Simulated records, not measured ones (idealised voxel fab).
Process module in this document: voxel fin reveal
This is section cut - it's 290 nm across, gridded in 5 nm square cells.
If you're reading a cross-section in this doc, picture square cells in a grid; it comes to you as bands, top ones listed first down to the bottom, and a band can be one or more rows of cells. The entry gives the band's vertical extent as a top height and a bottom height in nm, then its horizontal make-up as materials from left to right, each with a width in nm. "blank" stands for empty space; a single material marked "all across" fills the band edge to edge. Height reference: 0 = level under which incoming wafer is all one material. Lowest band: no bottom, runs on downward, e.g. "z 0 and below". Quick explanation for "30..40": the width changes in equal steps down the rows of cells, from the first number in the band's top row to the second number in its bottom row. Given "nothing got changed" for a step, no cell of the cross-section differs between before and after that step. Closed empty spaces (no open way to the top) of 8 cells or more are what "Cavities, sealed" lists, each as width x height at distance from the left edge, nm for all three. The remark found on a step's line after its settings is issued by the simulator itself and pertains to that step. overlay nm: where the mask lay relative to plan, measured to the right, on steps with a mask; negatives go left. Every pair from here on: before one process step, after it. The after cross-section reaches only to the lowest band that changed. Below the pair: the step in between and its settings. Pairs can belong to different runs of this module on the same starting wafer; a pair carries on from the pair above only if the entry headed "Before step" says so.
[Before step]
* z 0 and below | Si all across
* Cavities, sealed: none
[Post-Step Cross-Section]
* z 10 to 0 | SiN all across
* Below a height of 0, the structure has not been altered.
* Cavities, sealed: none
Between before and after as drawn above: CONFORMAL_DEP (material SiN; thk nm 10)
Before step: It is represented by the cross-section appearing after the step of the pair directly above.
[Post-Step Cross-Section]
* z 25 to 10 | blank 115 nm | resist 15 nm | blank 25 nm | resist 15 nm | blank 120 nm
* Below a height of 10, the structure has not been altered.
* Cavities, sealed: none
Between before and after as drawn above: PATTERN (tone cover; mask id FINS; material resist; width nm 15; pitch nm 40; thk nm 15; overlay nm 0)
Before step: It is represented by the cross-section appearing after the step of the pair directly above.
[Post-Step Cross-Section]
* z 25 to 10 | blank 115 nm | resist 15 nm | blank 25 nm | resist 15 nm | blank 120 nm
* z 10 to 0 | blank 115 nm | SiN 15 nm | blank 25 nm | SiN 15 nm | blank 120 nm
* Below a height of 0, the structure has not been altered.
* Cavities, sealed: none
Between before and after as drawn above: DIRECTIONAL_ETCH (etch materials SiN; depth nm 10)
Before step: It is represented by the cross-section appearing after the step of the pair directly above.
[Post-Step Cross-Section]
* z 25 to 10 | blank 115 nm | resist 15 nm | blank 25 nm | resist 15 nm | blank 120 nm
* z 10 to 0 | blank 115 nm | SiN 15 nm | blank 25 nm | SiN 15 nm | blank 120 nm
* z 0 to -35 | blank 115 nm | Si 15 nm | blank 25 nm | Si 15 nm | blank 120 nm
* Below a height of -35, the structure has not been altered.
* Cavities, sealed: none
Between before and after as drawn above: DIRECTIONAL_ETCH (etch materials Si; depth nm 35)
Before step: It is represented by the cross-section appearing after the step of the pair directly above.
[Post-Step Cross-Section]
* z 10 to 0 | blank 115 nm | SiN 15 nm | blank 25 nm | SiN 15 nm | blank 120 nm
* Below a height of 0, the structure has not been altered.
* Cavities, sealed: none
Between before and after as drawn above: STRIP (etch materials resist)
Before step: It is represented by the cross-section appearing after the step of the pair directly above.
[Post-Step Cross-Section]
* z 10 to 0 | blank 115 nm | SiN 15 nm | blank 25 nm | SiN 15 nm | blank 120 nm
* z 0 to -35 | blank 115 nm | SiO2 5 nm | Si 5 nm | SiO2 5 nm | blank 25 nm | SiO2 5 nm | Si 5 nm | SiO2 5 nm | blank 120 nm
* z -35 to -40 | SiO2 120 nm | Si 5 nm | SiO2 35 nm | Si 5 nm | SiO2 125 nm
* Below a height of -40, the structure has not been altered.
* Cavities, sealed: none
Between before and after as drawn above: OXIDIZE (depth nm 5)
Before step: It is represented by the cross-section appearing after the step of the pair directly above.
[Post-Step Cross-Section]
* z 15 to 10 | SiO2 all across
* z 10 to 0 | SiO2 115 nm | SiN 15 nm | SiO2 25 nm | SiN 15 nm | SiO2 120 nm
* z 0 to -40 | SiO2 120 nm | Si 5 nm | SiO2 35 nm | Si 5 nm | SiO2 125 nm
* Below a height of -40, the structure has not been altered.
* Cavities, sealed: none
Between before and after as drawn above: FILL_DEP (material SiO2; thk nm 5)
Before step: It is represented by the cross-section appearing after the step of the pair directly above.
[Post-Step Cross-Section]
* z 10 to 0 | SiO2 115 nm | SiN 15 nm | SiO2 25 nm | SiN 15 nm | SiO2 120 nm
* Below a height of 0, the structure has not been altered.
* Cavities, sealed: none
Between before and after as drawn above: CMP (height nm 10)
Before step: It is represented by the cross-section appearing after the step of the pair directly above.
[Post-Step Cross-Section]
* z 10 to 0 | blank 115 nm | SiN 15 nm | blank 25 nm | SiN 15 nm | blank 120 nm
* z 0 to -15 | blank 120 nm | Si 5 nm | blank 35 nm | Si 5 nm | blank 125 nm
* Below a height of -15, the structure has not been altered.
* Cavities, sealed: none
Between before and after as drawn above: SELECTIVE_ETCH (etch materials SiO2; depth nm 25)
Before step: It is represented by the cross-section appearing after the step of the pair directly above.
[Post-Step Cross-Section]
* z 0 to -15 | blank 120 nm | Si 5 nm | blank 35 nm | Si 5 nm | blank 125 nm
* Below a height of -15, the structure has not been altered.
* Cavities, sealed: none
Between before and after as drawn above: STRIP (etch materials SiN)
Before step: It is represented by the cross-section appearing after the step of the pair directly above.
[Post-Step Cross-Section]
* z 5 to 0 | blank 115 nm | HfO2 15 nm | blank 25 nm | HfO2 15 nm | blank 120 nm
* z 0 to -10 | blank 115 nm | HfO2 5 nm | Si 5 nm | HfO2 5 nm | blank 25 nm | HfO2 5 nm | Si 5 nm | HfO2 5 nm | blank 120 nm
* z -10 to -15 | HfO2 120 nm | Si 5 nm | HfO2 35 nm | Si 5 nm | HfO2 125 nm
* Below a height of -15, the structure has not been altered.
* Cavities, sealed: none
Between before and after as drawn above: CONFORMAL_DEP (material HfO2; thk nm 5)
[Before step]
* z 25 to 10 | blank 115 nm | resist 15 nm | blank 25 nm | resist 15 nm | blank 120 nm
* z 10 to 0 | blank 115 nm | SiN 15 nm | blank 25 nm | SiN 15 nm | blank 120 nm
* z 0 to -35 | blank 115 nm | Si 15 nm | blank 25 nm | Si 15 nm | blank 120 nm
* z -35 and below | Si all across
* Cavities, sealed: none
[Post-Step Cross-Section]
* z 25 to 10 | blank 115 nm | resist 15 nm | blank 25 nm | resist 15 nm | blank 120 nm
* z 10 to 0 | blank 115 nm | SiN 15 nm | blank 25 nm | SiN 15 nm | blank 120 nm
* z 0 to -70 | blank 115 nm | Si 15 nm | blank 25 nm | Si 15 nm | blank 120 nm
* Below a height of -70, the structure has not been altered.
* Cavities, sealed: none
Between before and after as drawn above: DIRECTIONAL_ETCH (etch materials Si; depth nm 35)
Before step: It is represented by the cross-section appearing after the step of the pair directly above.
[Post-Step Cross-Section]
* z 10 to 0 | blank 115 nm | SiN 15 nm | blank 25 nm | SiN 15 nm | blank 120 nm
* Below a height of 0, the structure has not been altered.
* Cavities, sealed: none
Between before and after as drawn above: STRIP (etch materials resist)
Before step: It is represented by the cross-section appearing after the step of the pair directly above.
[Post-Step Cross-Section]
* z 10 to 0 | blank 115 nm | SiN 15 nm | blank 25 nm | SiN 15 nm | blank 120 nm
* z 0 to -70 | blank 115 nm | SiO2 5 nm | Si 5 nm | SiO2 5 nm | blank 25 nm | SiO2 5 nm | Si 5 nm | SiO2 5 nm | blank 120 nm
* z -70 to -75 | SiO2 120 nm | Si 5 nm | SiO2 35 nm | Si 5 nm | SiO2 125 nm
* Below a height of -75, the structure has not been altered.
* Cavities, sealed: none
Between before and after as drawn above: OXIDIZE (depth nm 5)
Before step: It is represented by the cross-section appearing after the step of the pair directly above.
[Post-Step Cross-Section]
* z 15 to 10 | SiO2 all across
* z 10 to 0 | SiO2 115 nm | SiN 15 nm | SiO2 25 nm | SiN 15 nm | SiO2 120 nm
* z 0 to -75 | SiO2 120 nm | Si 5 nm | SiO2 35 nm | Si 5 nm | SiO2 125 nm
* Below a height of -75, the structure has not been altered.
* Cavities, sealed: none
Between before and after as drawn above: FILL_DEP (material SiO2; thk nm 5)
Before step: It is represented by the cross-section appearing after the step of the pair directly above.
[Post-Step Cross-Section]
* z 10 to 0 | SiO2 115 nm | SiN 15 nm | SiO2 25 nm | SiN 15 nm | SiO2 120 nm
* Below a height of 0, the structure has not been altered.
* Cavities, sealed: none
Between before and after as drawn above: CMP (height nm 10)
Before step: It is represented by the cross-section appearing after the step of the pair directly above.
[Post-Step Cross-Section]
* z 10 to 0 | blank 115 nm | SiN 15 nm | blank 25 nm | SiN 15 nm | blank 120 nm
* z 0 to -15 | blank 120 nm | Si 5 nm | blank 35 nm | Si 5 nm | blank 125 nm
* Below a height of -15, the structure has not been altered.
* Cavities, sealed: none
Between before and after as drawn above: SELECTIVE_ETCH (etch materials SiO2; depth nm 25)
Before step: It is represented by the cross-section appearing after the step of the pair directly above.
[Post-Step Cross-Section]
* z 0 to -15 | blank 120 nm | Si 5 nm | blank 35 nm | Si 5 nm | blank 125 nm
* Below a height of -15, the structure has not been altered.
* Cavities, sealed: none
Between before and after as drawn above: STRIP (etch materials SiN)
Before step: It is represented by the cross-section appearing after the step of the pair directly above.
[Post-Step Cross-Section]
* z 5 to 0 | blank 115 nm | HfO2 15 nm | blank 25 nm | HfO2 15 nm | blank 120 nm
* z 0 to -10 | blank 115 nm | HfO2 5 nm | Si 5 nm | HfO2 5 nm | blank 25 nm | HfO2 5 nm | Si 5 nm | HfO2 5 nm | blank 120 nm
* z -10 to -15 | HfO2 120 nm | Si 5 nm | HfO2 35 nm | Si 5 nm | HfO2 125 nm
* Below a height of -15, the structure has not been altered.
* Cavities, sealed: none
Between before and after as drawn above: CONFORMAL_DEP (material HfO2; thk nm 5)
[Before step]
* z 10 to 0 | SiO2 115 nm | SiN 15 nm | SiO2 25 nm | SiN 15 nm | SiO2 120 nm
* z 0 to -40 | SiO2 120 nm | Si 5 nm | SiO2 35 nm | Si 5 nm | SiO2 125 nm
* z -40 and below | Si all across
* Cavities, sealed: none
[Post-Step Cross-Section]
* z 10 to 0 | SiO2 115 nm | blank 15 nm | SiO2 25 nm | blank 15 nm | SiO2 120 nm
* Below a height of 0, the structure has not been altered.
* Cavities, sealed: none
Between before and after as drawn above: STRIP (etch materials SiN)
Before step: It is represented by the cross-section appearing after the step of the pair directly above.
[Post-Step Cross-Section]
* z 0 to -15 | blank 120 nm | Si 5 nm | blank 35 nm | Si 5 nm | blank 125 nm
* z -15 to -25 | SiO2 90 nm | blank 30 nm | Si 5 nm | blank 35 nm | Si 5 nm | blank 30 nm | SiO2 95 nm
* Below a height of -25, the structure has not been altered.
* Cavities, sealed: none
Between before and after as drawn above: SELECTIVE_ETCH (etch materials SiO2; depth nm 25)
Before step: It is represented by the cross-section appearing after the step of the pair directly above.
[Post-Step Cross-Section]
* z 5 to 0 | blank 115 nm | HfO2 15 nm | blank 25 nm | HfO2 15 nm | blank 120 nm
* z 0 to -10 | blank 115 nm | HfO2 5 nm | Si 5 nm | HfO2 5 nm | blank 25 nm | HfO2 5 nm | Si 5 nm | HfO2 5 nm | blank 120 nm
* z -10 to -15 | HfO2 95 nm | blank 20 nm | HfO2 5 nm | Si 5 nm | HfO2 5 nm | blank 25 nm | HfO2 5 nm | Si 5 nm | HfO2 5 nm | blank 20 nm | HfO2 100 nm
* z -15 to -20 | SiO2 90 nm | HfO2 5 nm | blank 20 nm | HfO2 5 nm | Si 5 nm | HfO2 5 nm | blank 25 nm | HfO2 5 nm | Si 5 nm | HfO2 5 nm | blank 20 nm | HfO2 5 nm | SiO2 95 nm
* z -20 to -25 | SiO2 90 nm | HfO2 30 nm | Si 5 nm | HfO2 35 nm | Si 5 nm | HfO2 30 nm | SiO2 95 nm
* Below a height of -25, the structure has not been altered.
* Cavities, sealed: none
Between before and after as drawn above: CONFORMAL_DEP (material HfO2; thk nm 5)
[Before step]
* z 10 to 0 | SiO2 115 nm | SiN 15 nm | SiO2 25 nm | SiN 15 nm | SiO2 120 nm
* z 0 to -40 | SiO2 120 nm | Si 5 nm | SiO2 35 nm | Si 5 nm | SiO2 125 nm
* z -40 and below | Si all across
* Cavities, sealed: none
[Post-Step Cross-Section]
* z 10 to 0 | blank 115 nm | SiN 15 nm | blank 25 nm | SiN 15 nm | blank 120 nm
* z 0 to -5 | blank 120 nm | Si 5 nm | blank 35 nm | Si 5 nm | blank 125 nm
* Below a height of -5, the structure has not been altered.
* Cavities, sealed: none
Between before and after as drawn above: SELECTIVE_ETCH (etch materials SiO2; depth nm 15)
Before step: It is represented by the cross-section appearing after the step of the pair directly above.
[Post-Step Cross-Section]
* z 0 to -5 | blank 120 nm | Si 5 nm | blank 35 nm | Si 5 nm | blank 125 nm
* Below a height of -5, the structure has not been altered.
* Cavities, sealed: none
Between before and after as drawn above: STRIP (etch materials SiN)
Before step: It is represented by the cross-section appearing after the step of the pair directly above.
[Post-Step Cross-Section]
* z 5 to 0 | blank 115 nm | HfO2 15 nm | blank 25 nm | HfO2 15 nm | blank 120 nm
* z 0 to -5 | HfO2 120 nm | Si 5 nm | HfO2 35 nm | Si 5 nm | HfO2 125 nm
* Below a height of -5, the structure has not been altered.
* Cavities, sealed: none
Between before and after as drawn above: CONFORMAL_DEP (material HfO2; thk nm 5)
[Before step]
* z 10 to 0 | SiN all across
* z 0 and below | Si all across
* Cavities, sealed: none
[Post-Step Cross-Section]
* z 25 to 10 | blank 110 nm | resist 25 nm | blank 15 nm | resist 25 nm | blank 115 nm
* Below a height of 10, the structure has not been altered.
* Cavities, sealed: none
Between before and after as drawn above: PATTERN (tone cover; mask id FINS; material resist; width nm 25; pitch nm 40; thk nm 15; overlay nm 0)
Before step: It is represented by the cross-section appearing after the step of the pair directly above.
[Post-Step Cross-Section]
* z 25 to 10 | blank 110 nm | resist 25 nm | blank 15 nm | resist 25 nm | blank 115 nm
* z 10 to 0 | blank 110 nm | SiN 25 nm | blank 15 nm | SiN 25 nm | blank 115 nm
* Below a height of 0, the structure has not been altered.
* Cavities, sealed: none
Between before and after as drawn above: DIRECTIONAL_ETCH (etch materials SiN; depth nm 10)
Before step: It is represented by the cross-section appearing after the step of the pair directly above.
[Post-Step Cross-Section]
* z 25 to 10 | blank 110 nm | resist 25 nm | blank 15 nm | resist 25 nm | blank 115 nm
* z 10 to 0 | blank 110 nm | SiN 25 nm | blank 15 nm | SiN 25 nm | blank 115 nm
* z 0 to -35 | blank 110 nm | Si 25 nm | blank 15 nm | Si 25 nm | blank 115 nm
* Below a height of -35, the structure has not been altered.
* Cavities, sealed: none
Between before and after as drawn above: DIRECTIONAL_ETCH (etch materials Si; depth nm 35)
Before step: It is represented by the cross-section appearing after the step of the pair directly above.
[Post-Step Cross-Section]
* z 10 to 0 | blank 110 nm | SiN 25 nm | blank 15 nm | SiN 25 nm | blank 115 nm
* Below a height of 0, the structure has not been altered.
* Cavities, sealed: none
Between before and after as drawn above: STRIP (etch materials resist)
Before step: It is represented by the cross-section appearing after the step of the pair directly above.
[Post-Step Cross-Section]
* z 10 to 0 | blank 110 nm | SiN 25 nm | blank 15 nm | SiN 25 nm | blank 115 nm
* z 0 to -35 | blank 110 nm | SiO2 5 nm | Si 15 nm | SiO2 5 nm | blank 15 nm | SiO2 5 nm | Si 15 nm | SiO2 5 nm | blank 115 nm
* z -35 to -40 | SiO2 115 nm | Si 15 nm | SiO2 25 nm | Si 15 nm | SiO2 120 nm
* Below a height of -40, the structure has not been altered.
* Cavities, sealed: none
Between before and after as drawn above: OXIDIZE (depth nm 5)
Before step: It is represented by the cross-section appearing after the step of the pair directly above.
[Post-Step Cross-Section]
* z 15 to 10 | SiO2 all across
* z 10 to 0 | SiO2 110 nm | SiN 25 nm | SiO2 15 nm | SiN 25 nm | SiO2 115 nm
* z 0 to -40 | SiO2 115 nm | Si 15 nm | SiO2 25 nm | Si 15 nm | SiO2 120 nm
* Below a height of -40, the structure has not been altered.
* Cavities, sealed: none
Between before and after as drawn above: FILL_DEP (material SiO2; thk nm 5)
Before step: It is represented by the cross-section appearing after the step of the pair directly above.
[Post-Step Cross-Section]
* z 10 to 0 | SiO2 110 nm | SiN 25 nm | SiO2 15 nm | SiN 25 nm | SiO2 115 nm
* Below a height of 0, the structure has not been altered.
* Cavities, sealed: none
Between before and after as drawn above: CMP (height nm 10)
Before step: It is represented by the cross-section appearing after the step of the pair directly above.
[Post-Step Cross-Section]
* z 10 to 0 | blank 110 nm | SiN 25 nm | blank 15 nm | SiN 25 nm | blank 115 nm
* z 0 to -15 | blank 115 nm | Si 15 nm | blank 25 nm | Si 15 nm | blank 120 nm
* Below a height of -15, the structure has not been altered.
* Cavities, sealed: none
Between before and after as drawn above: SELECTIVE_ETCH (etch materials SiO2; depth nm 25)
Before step: It is represented by the cross-section appearing after the step of the pair directly above.
[Post-Step Cross-Section]
* z 0 to -15 | blank 115 nm | Si 15 nm | blank 25 nm | Si 15 nm | blank 120 nm
* Below a height of -15, the structure has not been altered.
* Cavities, sealed: none
Between before and after as drawn above: STRIP (etch materials SiN)
Before step: It is represented by the cross-section appearing after the step of the pair directly above.
[Post-Step Cross-Section]
* z 5 to 0 | blank 110 nm | HfO2 25 nm | blank 15 nm | HfO2 25 nm | blank 115 nm
* z 0 to -10 | blank 110 nm | HfO2 5 nm | Si 15 nm | HfO2 5 nm | blank 15 nm | HfO2 5 nm | Si 15 nm | HfO2 5 nm | blank 115 nm
* z -10 to -15 | HfO2 115 nm | Si 15 nm | HfO2 25 nm | Si 15 nm | HfO2 120 nm
* Below a height of -15, the structure has not been altered.
* Cavities, sealed: none
Between before and after as drawn above: CONFORMAL_DEP (material HfO2; thk nm 5)
[Before step]
* z 10 to 0 | SiN all across
* z 0 and below | Si all across
* Cavities, sealed: none
[Post-Step Cross-Section]
* z 25 to 10 | blank 125 nm | resist 15 nm | blank 25 nm | resist 15 nm | blank 110 nm
* Below a height of 10, the structure has not been altered.
* Cavities, sealed: none
Between before and after as drawn above: PATTERN (tone cover; mask id FINS; material resist; width nm 15; pitch nm 40; thk nm 15; overlay nm 10)
Before step: It is represented by the cross-section appearing after the step of the pair directly above.
[Post-Step Cross-Section]
* z 25 to 10 | blank 125 nm | resist 15 nm | blank 25 nm | resist 15 nm | blank 110 nm
* z 10 to 0 | blank 125 nm | SiN 15 nm | blank 25 nm | SiN 15 nm | blank 110 nm
* Below a height of 0, the structure has not been altered.
* Cavities, sealed: none
Between before and after as drawn above: DIRECTIONAL_ETCH (etch materials SiN; depth nm 10)
Before step: It is represented by the cross-section appearing after the step of the pair directly above.
[Post-Step Cross-Section]
* z 25 to 10 | blank 125 nm | resist 15 nm | blank 25 nm | resist 15 nm | blank 110 nm
* z 10 to 0 | blank 125 nm | SiN 15 nm | blank 25 nm | SiN 15 nm | blank 110 nm
* z 0 to -35 | blank 125 nm | Si 15 nm | blank 25 nm | Si 15 nm | blank 110 nm
* Below a height of -35, the structure has not been altered.
* Cavities, sealed: none
Between before and after as drawn above: DIRECTIONAL_ETCH (etch materials Si; depth nm 35)
Before step: It is represented by the cross-section appearing after the step of the pair directly above.
[Post-Step Cross-Section]
* z 10 to 0 | blank 125 nm | SiN 15 nm | blank 25 nm | SiN 15 nm | blank 110 nm
* Below a height of 0, the structure has not been altered.
* Cavities, sealed: none
Between before and after as drawn above: STRIP (etch materials resist)
Before step: It is represented by the cross-section appearing after the step of the pair directly above.
[Post-Step Cross-Section]
* z 10 to 0 | blank 125 nm | SiN 15 nm | blank 25 nm | SiN 15 nm | blank 110 nm
* z 0 to -35 | blank 125 nm | SiO2 5 nm | Si 5 nm | SiO2 5 nm | blank 25 nm | SiO2 5 nm | Si 5 nm | SiO2 5 nm | blank 110 nm
* z -35 to -40 | SiO2 130 nm | Si 5 nm | SiO2 35 nm | Si 5 nm | SiO2 115 nm
* Below a height of -40, the structure has not been altered.
* Cavities, sealed: none
Between before and after as drawn above: OXIDIZE (depth nm 5)
Before step: It is represented by the cross-section appearing after the step of the pair directly above.
[Post-Step Cross-Section]
* z 15 to 10 | SiO2 all across
* z 10 to 0 | SiO2 125 nm | SiN 15 nm | SiO2 25 nm | SiN 15 nm | SiO2 110 nm
* z 0 to -40 | SiO2 130 nm | Si 5 nm | SiO2 35 nm | Si 5 nm | SiO2 115 nm
* Below a height of -40, the structure has not been altered.
* Cavities, sealed: none
Between before and after as drawn above: FILL_DEP (material SiO2; thk nm 5)
Before step: It is represented by the cross-section appearing after the step of the pair directly above.
[Post-Step Cross-Section]
* z 10 to 0 | SiO2 125 nm | SiN 15 nm | SiO2 25 nm | SiN 15 nm | SiO2 110 nm
* Below a height of 0, the structure has not been altered.
* Cavities, sealed: none
Between before and after as drawn above: CMP (height nm 10)
Before step: It is represented by the cross-section appearing after the step of the pair directly above.
[Post-Step Cross-Section]
* z 10 to 0 | blank 125 nm | SiN 15 nm | blank 25 nm | SiN 15 nm | blank 110 nm
* z 0 to -15 | blank 130 nm | Si 5 nm | blank 35 nm | Si 5 nm | blank 115 nm
* Below a height of -15, the structure has not been altered.
* Cavities, sealed: none
Between before and after as drawn above: SELECTIVE_ETCH (etch materials SiO2; depth nm 25)
Before step: It is represented by the cross-section appearing after the step of the pair directly above.
[Post-Step Cross-Section]
* z 0 to -15 | blank 130 nm | Si 5 nm | blank 35 nm | Si 5 nm | blank 115 nm
* Below a height of -15, the structure has not been altered.
* Cavities, sealed: none
Between before and after as drawn above: STRIP (etch materials SiN)
Before step: It is represented by the cross-section appearing after the step of the pair directly above.
[Post-Step Cross-Section]
* z 5 to 0 | blank 125 nm | HfO2 15 nm | blank 25 nm | HfO2 15 nm | blank 110 nm
* z 0 to -10 | blank 125 nm | HfO2 5 nm | Si 5 nm | HfO2 5 nm | blank 25 nm | HfO2 5 nm | Si 5 nm | HfO2 5 nm | blank 110 nm
* z -10 to -15 | HfO2 130 nm | Si 5 nm | HfO2 35 nm | Si 5 nm | HfO2 115 nm
* Below a height of -15, the structure has not been altered.
* Cavities, sealed: none
Between before and after as drawn above: CONFORMAL_DEP (material HfO2; thk nm 5)
[Before step]
* z 10 to 0 | blank 115 nm | SiN 15 nm | blank 25 nm | SiN 15 nm | blank 120 nm
* z 0 to -35 | blank 115 nm | SiO2 5 nm | Si 5 nm | SiO2 5 nm | blank 25 nm | SiO2 5 nm | Si 5 nm | SiO2 5 nm | blank 120 nm
* z -35 to -40 | SiO2 120 nm | Si 5 nm | SiO2 35 nm | Si 5 nm | SiO2 125 nm
* z -40 and below | Si all across
* Cavities, sealed: none
[Post-Step Cross-Section]
* z 15 to 0 | SiN all across
* z 0 to -35 | SiN 115 nm | SiO2 5 nm | Si 5 nm | SiO2 5 nm | SiN 25 nm | SiO2 5 nm | Si 5 nm | SiO2 5 nm | SiN 120 nm
* Below a height of -35, the structure has not been altered.
* Cavities, sealed: none
Between before and after as drawn above: FILL_DEP (material SiN; thk nm 5)
Before step: It is represented by the cross-section appearing after the step of the pair directly above.
[Post-Step Cross-Section]
* z 10 to 0 | SiN all across
* Below a height of 0, the structure has not been altered.
* Cavities, sealed: none
Between before and after as drawn above: CMP (height nm 10)
Before step: It is represented by the cross-section appearing after the step of the pair directly above.
[Post-Step Cross-Section]
* z 0 to -35 | blank 115 nm | SiO2 5 nm | Si 5 nm | SiO2 5 nm | blank 25 nm | SiO2 5 nm | Si 5 nm | SiO2 5 nm | blank 120 nm
* Below a height of -35, the structure has not been altered.
* Cavities, sealed: none
Between before and after as drawn above: STRIP (etch materials SiN)
Before step: It is represented by the cross-section appearing after the step of the pair directly above.
[Post-Step Cross-Section]
* z 5 to 0 | blank 110 nm | HfO2 25 nm | blank 15 nm | HfO2 25 nm | blank 115 nm
* z 0 to -30 | blank 110 nm | HfO2 5 nm | SiO2 5 nm | Si 5 nm | SiO2 5 nm | HfO2 5 nm | blank 15 nm | HfO2 5 nm | SiO2 5 nm | Si 5 nm | SiO2 5 nm | HfO2 5 nm | blank 115 nm
* z -30 to -35 | HfO2 115 nm | SiO2 5 nm | Si 5 nm | SiO2 5 nm | HfO2 25 nm | SiO2 5 nm | Si 5 nm | SiO2 5 nm | HfO2 120 nm
* Below a height of -35, the structure has not been altered.
* Cavities, sealed: none
Between before and after as drawn above: CONFORMAL_DEP (material HfO2; thk nm 5)
[Before step]
* z 10 to 0 | SiN all across
* z 0 and below | Si all across
* Cavities, sealed: none
[Post-Step Cross-Section]
* z 25 to 10 | resist 115 nm | blank 15 nm | resist 25 nm | blank 15 nm | resist 120 nm
* Below a height of 10, the structure has not been altered.
* Cavities, sealed: none
Between before and after as drawn above: PATTERN (tone open; mask id FINS; material resist; width nm 15; pitch nm 40; thk nm 15; overlay nm 0)
Before step: It is represented by the cross-section appearing after the step of the pair directly above.
[Post-Step Cross-Section]
* z 25 to 10 | resist 115 nm | blank 15 nm | resist 25 nm | blank 15 nm | resist 120 nm
* z 10 to 0 | SiN 115 nm | blank 15 nm | SiN 25 nm | blank 15 nm | SiN 120 nm
* Below a height of 0, the structure has not been altered.
* Cavities, sealed: none
Between before and after as drawn above: DIRECTIONAL_ETCH (etch materials SiN; depth nm 10)
Before step: It is represented by the cross-section appearing after the step of the pair directly above.
[Post-Step Cross-Section]
* z 25 to 10 | resist 115 nm | blank 15 nm | resist 25 nm | blank 15 nm | resist 120 nm
* z 10 to 0 | SiN 115 nm | blank 15 nm | SiN 25 nm | blank 15 nm | SiN 120 nm
* z 0 to -35 | Si 115 nm | blank 15 nm | Si 25 nm | blank 15 nm | Si 120 nm
* Below a height of -35, the structure has not been altered.
* Cavities, sealed: none
Between before and after as drawn above: DIRECTIONAL_ETCH (etch materials Si; depth nm 35)
Before step: It is represented by the cross-section appearing after the step of the pair directly above.
[Post-Step Cross-Section]
* z 10 to 0 | SiN 115 nm | blank 15 nm | SiN 25 nm | blank 15 nm | SiN 120 nm
* Below a height of 0, the structure has not been altered.
* Cavities, sealed: none
Between before and after as drawn above: STRIP (etch materials resist)
Before step: It is represented by the cross-section appearing after the step of the pair directly above.
[Post-Step Cross-Section]
* z 10 to 0 | SiN 115 nm | blank 15 nm | SiN 25 nm | blank 15 nm | SiN 120 nm
* z 0 to -35 | Si 110 nm | SiO2 5 nm | blank 15 nm | SiO2 5 nm | Si 15 nm | SiO2 5 nm | blank 15 nm | SiO2 5 nm | Si 115 nm
* z -35 to -40 | Si 110 nm | SiO2 25 nm | Si 15 nm | SiO2 25 nm | Si 115 nm
* Below a height of -40, the structure has not been altered.
* Cavities, sealed: none
Between before and after as drawn above: OXIDIZE (depth nm 5)
Before step: It is represented by the cross-section appearing after the step of the pair directly above.
[Post-Step Cross-Section]
* z 15 to 10 | SiO2 all across
* z 10 to 0 | SiN 115 nm | SiO2 15 nm | SiN 25 nm | SiO2 15 nm | SiN 120 nm
* z 0 to -40 | Si 110 nm | SiO2 25 nm | Si 15 nm | SiO2 25 nm | Si 115 nm
* Below a height of -40, the structure has not been altered.
* Cavities, sealed: none
Between before and after as drawn above: FILL_DEP (material SiO2; thk nm 5)
Before step: It is represented by the cross-section appearing after the step of the pair directly above.
[Post-Step Cross-Section]
* z 10 to 0 | SiN 115 nm | SiO2 15 nm | SiN 25 nm | SiO2 15 nm | SiN 120 nm
* Below a height of 0, the structure has not been altered.
* Cavities, sealed: none
Between before and after as drawn above: CMP (height nm 10)
Before step: It is represented by the cross-section appearing after the step of the pair directly above.
[Post-Step Cross-Section]
* z 10 to 0 | SiN 115 nm | blank 15 nm | SiN 25 nm | blank 15 nm | SiN 120 nm
* z 0 to -15 | Si 110 nm | blank 25 nm | Si 15 nm | blank 25 nm | Si 115 nm
* Below a height of -15, the structure has not been altered.
* Cavities, sealed: none
Between before and after as drawn above: SELECTIVE_ETCH (etch materials SiO2; depth nm 25)
Before step: It is represented by the cross-section appearing after the step of the pair directly above.
[Post-Step Cross-Section]
* z 0 to -15 | Si 110 nm | blank 25 nm | Si 15 nm | blank 25 nm | Si 115 nm
* Below a height of -15, the structure has not been altered.
* Cavities, sealed: none
Between before and after as drawn above: STRIP (etch materials SiN)
Before step: It is represented by the cross-section appearing after the step of the pair directly above.
[Post-Step Cross-Section]
* z 5 to 0 | HfO2 115 nm | blank 15 nm | HfO2 25 nm | blank 15 nm | HfO2 120 nm
* z 0 to -10 | Si 110 nm | HfO2 5 nm | blank 15 nm | HfO2 5 nm | Si 15 nm | HfO2 5 nm | blank 15 nm | HfO2 5 nm | Si 115 nm
* z -10 to -15 | Si 110 nm | HfO2 25 nm | Si 15 nm | HfO2 25 nm | Si 115 nm
* Below a height of -15, the structure has not been altered.
* Cavities, sealed: none
Between before and after as drawn above: CONFORMAL_DEP (material HfO2; thk nm 5)
